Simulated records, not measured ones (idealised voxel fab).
The document below concerns the process module designated voxel ribs on slabs.
Displayed cross-section: cut, width of 155 nm, square cells sized 5 nm.
Cross-section spec: square-cell grid; bands listed top down; each band is one or more rows. Band: top and bottom heights (nm) first, top before bottom; then materials from left to right, widths in nm. "all across" marks a sole material filling the band edge to edge. "blank" denotes empty space. For the purposes of this specification, 0 denotes the height below which the wafer in its as-received condition is composed wholly of one material, and the lowermost band, lacking a lower limit, extends downward without end, as expressed in "0 down". Top row gets the first number, bottom row gets the second, and each row in between changes by the same step: that is how a band width like "30 to 40" works. No cell of the cross-section changed in a step that is given as "nothing altered". The entry titled "Unvented internal voids" provides the empty spaces that have no open way to the top, restricted to those of 8 cells or more. Each is presented as width x height at distance, the distance being measured from the left edge, with all three in nm. Formally, on a step line, whatever follows the settings is a remark that the simulator itself makes on the step. "overlay nm" answers the question of how far to the right of plan the mask lay on a step that has a mask, and when it is negative the answer is to the left.

## The planned process steps are enumerated hereunder
- 1: RECEIVE | material Si
- 2: DIRECTIONAL_DEP | material SiO2 | thk nm 20
- 3: DIRECTIONAL_DEP | material polySi | thk nm 25
- 4: MASKED_ETCH | tone cover | mask id RIB | width nm 20 | etch materials polySi | depth nm 20 | overlay nm 0
- 5: MASKED_ETCH | tone cover | mask id SLAB | width nm 70 | etch materials polySi | depth nm 5 | overlay nm 0
- 6: FILL_DEP | material SiO2 | thk nm 20
- 7: CMP | height nm 55
- 8: DIRECTIONAL_DEP | material TiN | thk nm 10
- 9: PATTERN | tone cover | mask id HEATER | material resist | width nm 30 | thk nm 20 | overlay nm 0
- 10: DIRECTIONAL_ETCH | etch materials TiN | depth nm 10
- 11: STRIP | etch materials resist
- 12: CONFORMAL_DEP | material SiO2 | thk nm 5

## First wafer, two in total, run as planned

## As-received state of the wafer in cross-section, equivalent to post-step 1
  0 down: Si all across
  Unvented internal voids: none

## So this is the wafer cross-section right after step 2
  20 to 0: SiO2 all across
  Everything below 0 is unchanged.

## So this is the wafer cross-section right after step 3
  45 to 20: polySi all across
  Everything below 20 is unchanged.

## So this is the wafer cross-section right after step 4
  45 to 25: blank (65), then polySi (20), then blank (70)
  Everything below 25 is unchanged.

## So this is the wafer cross-section right after step 5
  45 to 25: blank (65), then polySi (20), then blank (70)
  25 to 20: blank (40), then polySi (70), then blank (45)
  Everything below 20 is unchanged.

## So this is the wafer cross-section right after step 6
  65 to 45: SiO2 all across
  45 to 25: SiO2 (65), then polySi (20), then SiO2 (70)
  25 to 20: SiO2 (40), then polySi (70), then SiO2 (45)
  Everything below 20 is unchanged.

## So this is the wafer cross-section right after step 7
  55 to 45: SiO2 all across
  Everything below 45 is unchanged.

## So this is the wafer cross-section right after step 8
  65 to 55: TiN all across
  Everything below 55 is unchanged.

## So this is the wafer cross-section right after step 9
  85 to 65: blank (60), then resist (30), then blank (65)
  Everything below 65 is unchanged.

## So this is the wafer cross-section right after step 10
  85 to 65: blank (60), then resist (30), then blank (65)
  65 to 55: blank (60), then TiN (30), then blank (65)
  Everything below 55 is unchanged.

## So this is the wafer cross-section right after step 11
  65 to 55: blank (60), then TiN (30), then blank (65)
  Everything below 55 is unchanged.

## So this is the wafer cross-section right after step 12
  70 to 65: blank (55), then SiO2 (40), then blank (60)
  65 to 60: blank (55), then SiO2 (5), then TiN (30), then SiO2 (5), then blank (60)
  60 to 55: SiO2 (60), then TiN (30), then SiO2 (65)
  Everything below 55 is unchanged.

## The second wafer began exactly as the first did and followed the same plan, but one mistake was made while running it; through step 4 inclusive, the two wafers are identical

## X-section, second wafer, when step 5 was due to finish
  40 to 25: blank (65), then polySi (20), then blank (70)
  25 to 20: polySi (40), then blank (25), then polySi (20), then blank (25), then polySi (45)
  Everything below 20 is unchanged.

## X-section, second wafer, when step 6 was due to finish
  60 to 40: SiO2 all across
  40 to 25: SiO2 (65), then polySi (20), then SiO2 (70)
  25 to 20: polySi (40), then SiO2 (25), then polySi (20), then SiO2 (25), then polySi (45)
  Everything below 20 is unchanged.

## X-section, second wafer, when step 7 was due to finish
  55 to 40: SiO2 all across
  Everything below 40 is unchanged.

## X-section, second wafer, when step 8 was due to finish
  65 to 55: TiN all across
  Everything below 55 is unchanged.

## X-section, second wafer, when step 9 was due to finish
  85 to 65: blank (60), then resist (30), then blank (65)
  Everything below 65 is unchanged.

## X-section, second wafer, when step 10 was due to finish
  85 to 65: blank (60), then resist (30), then blank (65)
  65 to 55: blank (60), then TiN (30), then blank (65)
  Everything below 55 is unchanged.

## X-section, second wafer, when step 11 was due to finish
  65 to 55: blank (60), then TiN (30), then blank (65)
  Everything below 55 is unchanged.

## X-section, second wafer, when step 12 was due to finish
  70 to 65: blank (55), then SiO2 (40), then blank (60)
  65 to 60: blank (55), then SiO2 (5), then TiN (30), then SiO2 (5), then blank (60)
  60 to 55: SiO2 (60), then TiN (30), then SiO2 (65)
  Everything below 55 is unchanged.
Here's what went sideways: off-plan run, step 5, actual operation and settings MASKED_ETCH | tone open | mask id SLAB | width nm 70 | etch materials polySi | depth nm 5 | overlay nm 0
At the finish, the second wafer shows more or fewer cells for some materials than the first does: 3 fewer of SiO2 | 3 more of polySi
